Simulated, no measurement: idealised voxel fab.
process module | voxel transistor to metal
cross-section cut | 155 nm wide | cells 5 nm
A cross-section is a grid of square cells, given in bands from the top down. A band is one or more rows of cells.
Each band's line starts with the height of the band's top and of its bottom, in nm. Then come its materials from left to right, each with its width in nm. One material with "throughout" fills the band from edge to edge. "air" is empty space.
Height 0 is the level under which the wafer as received is all one material. The lowest band goes on downwards, as in "0 down".
A width such as "30 to 40" changes by the same amount from each row of cells to the next, from the band's top row to its bottom row.
"no change" after a step means that no cell of the cross-section changed.
closed voids: empty space of 8 cells or more with no open way to the top, each as width x height at its distance from the left edge, in nm
after a step's settings: what the simulator itself notes on the step
overlay nm, on a step with a mask: how far to the right of its planned place the mask lay; to the left if negative
plan
1 op RECEIVE | material Si
2 op CONFORMAL_DEP | material SiO2 | thk nm 5
3 op CONFORMAL_DEP | material SiN | thk nm 15
4 op DIRECTIONAL_DEP | material aC | thk nm 10
5 op PATTERN | tone cover | mask id ACTIVE | material resist | width nm 95 | thk nm 30 | overlay nm 0
6 op DIRECTIONAL_ETCH | etch materials aC | depth nm 10
7 op STRIP | etch materials resist
8 op DIRECTIONAL_ETCH | etch materials SiN | depth nm 15
9 op DIRECTIONAL_ETCH | etch materials SiO2 | depth nm 5
10 op DIRECTIONAL_ETCH | etch materials Si | depth nm 20
11 op STRIP | etch materials aC
12 op FILL_DEP | material SiO2 | thk nm 10
13 op CMP | height nm 20
14 op SELECTIVE_ETCH | etch materials SiO2 | depth nm 10
15 op STRIP | etch materials SiN
16 op SELECTIVE_ETCH | etch materials SiO2 | depth nm 5
17 op OXIDIZE | depth nm 5
18 op DIRECTIONAL_DEP | material polySi | thk nm 25
19 op DIRECTIONAL_DEP | material SiCN | thk nm 15
20 op DIRECTIONAL_DEP | material aC | thk nm 15
21 op PATTERN | tone cover | mask id GATE | material resist | width nm 15 | thk nm 35 | overlay nm 0
22 op DIRECTIONAL_ETCH | etch materials aC | depth nm 15
23 op STRIP | etch materials resist
24 op DIRECTIONAL_ETCH | etch materials SiCN | depth nm 25
25 op DIRECTIONAL_ETCH | etch materials polySi | depth nm 35
26 op STRIP | etch materials aC
27 op CONFORMAL_DEP | material SiO2 | thk nm 5
28 op DIRECTIONAL_ETCH | etch materials SiO2 | depth nm 5
29 op CONFORMAL_DEP | material SiN | thk nm 10
30 op DIRECTIONAL_ETCH | etch materials SiN | depth nm 10
31 op DIRECTIONAL_ETCH | etch materials SiO2 | depth nm 5
32 op DIRECTIONAL_ETCH | etch materials Si | depth nm 10
33 op EPI | material SiGe | thk nm 10
34 op FILL_DEP | material SiO2 | thk nm 10
35 op CMP | height nm 40
36 op DIRECTIONAL_DEP | material SiO2 | thk nm 10
37 op DIRECTIONAL_DEP | material aC | thk nm 15
38 op PATTERN | tone open | mask id CONTACT | material resist | width nm 30 | pitch nm 55 | thk nm 30 | overlay nm 0
39 op DIRECTIONAL_ETCH | etch materials aC | depth nm 15
40 op STRIP | etch materials resist
41 op DIRECTIONAL_ETCH | etch materials SiO2 | depth nm 45
42 op STRIP | etch materials aC
43 op CONFORMAL_DEP | material TiN | thk nm 5
44 op FILL_DEP | material Ru | thk nm 10
45 op CMP | height nm 50
46 op DIRECTIONAL_DEP | material TiN | thk nm 5
47 op DIRECTIONAL_DEP | material W | thk nm 20
48 op MASKED_ETCH | tone cover | mask id METAL_1 | width nm 20 | pitch nm 65 | etch materials W | depth nm 20 | overlay nm -15
49 op MASKED_ETCH | tone cover | mask id METAL_1 | width nm 20 | pitch nm 65 | etch materials TiN | depth nm 5 | overlay nm 0
50 op FILL_DEP | material SiO2 | thk nm 10
51 op CMP | height nm 75
52 op CONFORMAL_DEP | material SiN | thk nm 5
varied across the wafers: overlay nm of step 48. The plan shows the first wafer's value. All wafers start alike
first wafer as received, after step 1
  0 down: Si throughout
  closed voids: none
first wafer at the end, after step 52
  80 to 75: SiN throughout
  75 to 55: SiO2 20 | W 20 | SiO2 45 | W 20 | SiO2 50
  55 to 50: SiO2 20 | TiN 35 | SiO2 30 | TiN 35 | SiO2 35
  50 to 40: SiO2 35 | TiN 5 | Ru 20 to 10 | TiN 5 to 15 | SiO2 25 | TiN 5 to 15 | Ru 20 to 10 | TiN 5 | SiO2 35
  40 to 25: SiO2 35 | TiN 5 | Ru 10 | TiN 5 | SiN 10 | SiO2 5 | SiCN 15 | SiO2 5 | SiN 10 | TiN 5 | Ru 10 | TiN 5 | SiO2 35
  25 to 10: SiO2 35 | TiN 5 | Ru 10 | TiN 5 | SiN 10 | SiO2 5 | polySi 15 | SiO2 5 | SiN 10 | TiN 5 | Ru 10 | TiN 5 | SiO2 35
  10 to 5: SiO2 35 | TiN 20 | SiN 10 | SiO2 5 | polySi 15 | SiO2 5 | SiN 10 | TiN 20 | SiO2 35
  5 to 0: SiO2 30 | SiN 10 | SiGe 15 | SiN 10 | SiO2 5 | polySi 15 | SiO2 5 | SiN 10 | SiGe 15 | SiN 10 | SiO2 30
  0 to -5: SiO2 40 | SiGe 15 | SiO2 45 | SiGe 15 | SiO2 40
  -5 to -15: SiO2 30 | Si 10 | SiGe 15 | Si 45 | SiGe 15 | Si 10 | SiO2 30
  -15 to -20: SiO2 30 | Si 95 | SiO2 30
  -20 down: Si throughout
  closed voids: none
last wafer at the end
  80 to 75: SiN throughout
  75 to 55: SiO2 50 | W 20 | SiO2 45 | W 20 | SiO2 20
  55 to 50: SiO2 35 | TiN 35 | SiO2 30 | TiN 35 | SiO2 20
  50 to 40: SiO2 35 | TiN 5 | Ru 20 to 10 | TiN 5 to 15 | SiO2 25 | TiN 5 to 15 | Ru 20 to 10 | TiN 5 | SiO2 35
  40 to 25: SiO2 35 | TiN 5 | Ru 10 | TiN 5 | SiN 10 | SiO2 5 | SiCN 15 | SiO2 5 | SiN 10 | TiN 5 | Ru 10 | TiN 5 | SiO2 35
  25 to 10: SiO2 35 | TiN 5 | Ru 10 | TiN 5 | SiN 10 | SiO2 5 | polySi 15 | SiO2 5 | SiN 10 | TiN 5 | Ru 10 | TiN 5 | SiO2 35
  10 to 5: SiO2 35 | TiN 20 | SiN 10 | SiO2 5 | polySi 15 | SiO2 5 | SiN 10 | TiN 20 | SiO2 35
  5 to 0: SiO2 30 | SiN 10 | SiGe 15 | SiN 10 | SiO2 5 | polySi 15 | SiO2 5 | SiN 10 | SiGe 15 | SiN 10 | SiO2 30
  0 to -5: SiO2 40 | SiGe 15 | SiO2 45 | SiGe 15 | SiO2 40
  -5 to -15: SiO2 30 | Si 10 | SiGe 15 | Si 45 | SiGe 15 | Si 10 | SiO2 30
  -15 to -20: SiO2 30 | Si 95 | SiO2 30
  -20 down: Si throughout
  closed voids: none
each wafer at the end: cells of each material gained (+) or lost (-) since it was received, then its closed voids
overlay nm -15 | +36 Ru | -79 Si | +9 SiCN | +24 SiGe | +67 SiN | +334 SiO2 | +58 TiN | +32 W | +15 polySi | closed voids: none
overlay nm -10 | +36 Ru | -79 Si | +9 SiCN | +24 SiGe | +67 SiN | +336 SiO2 | +56 TiN | +32 W | +15 polySi | closed voids: none
overlay nm -5 | +36 Ru | -79 Si | +9 SiCN | +24 SiGe | +67 SiN | +338 SiO2 | +54 TiN | +32 W | +15 polySi | closed voids: none
overlay nm 0 | +36 Ru | -79 Si | +9 SiCN | +24 SiGe | +67 SiN | +340 SiO2 | +52 TiN | +32 W | +15 polySi | closed voids: none
overlay nm 5 | +36 Ru | -79 Si | +9 SiCN | +24 SiGe | +67 SiN | +338 SiO2 | +54 TiN | +32 W | +15 polySi | closed voids: none
overlay nm 10 | +36 Ru | -79 Si | +9 SiCN | +24 SiGe | +67 SiN | +336 SiO2 | +56 TiN | +32 W | +15 polySi | closed voids: none
overlay nm 15 | +36 Ru | -79 Si | +9 SiCN | +24 SiGe | +67 SiN | +334 SiO2 | +58 TiN | +32 W | +15 polySi | closed voids: none
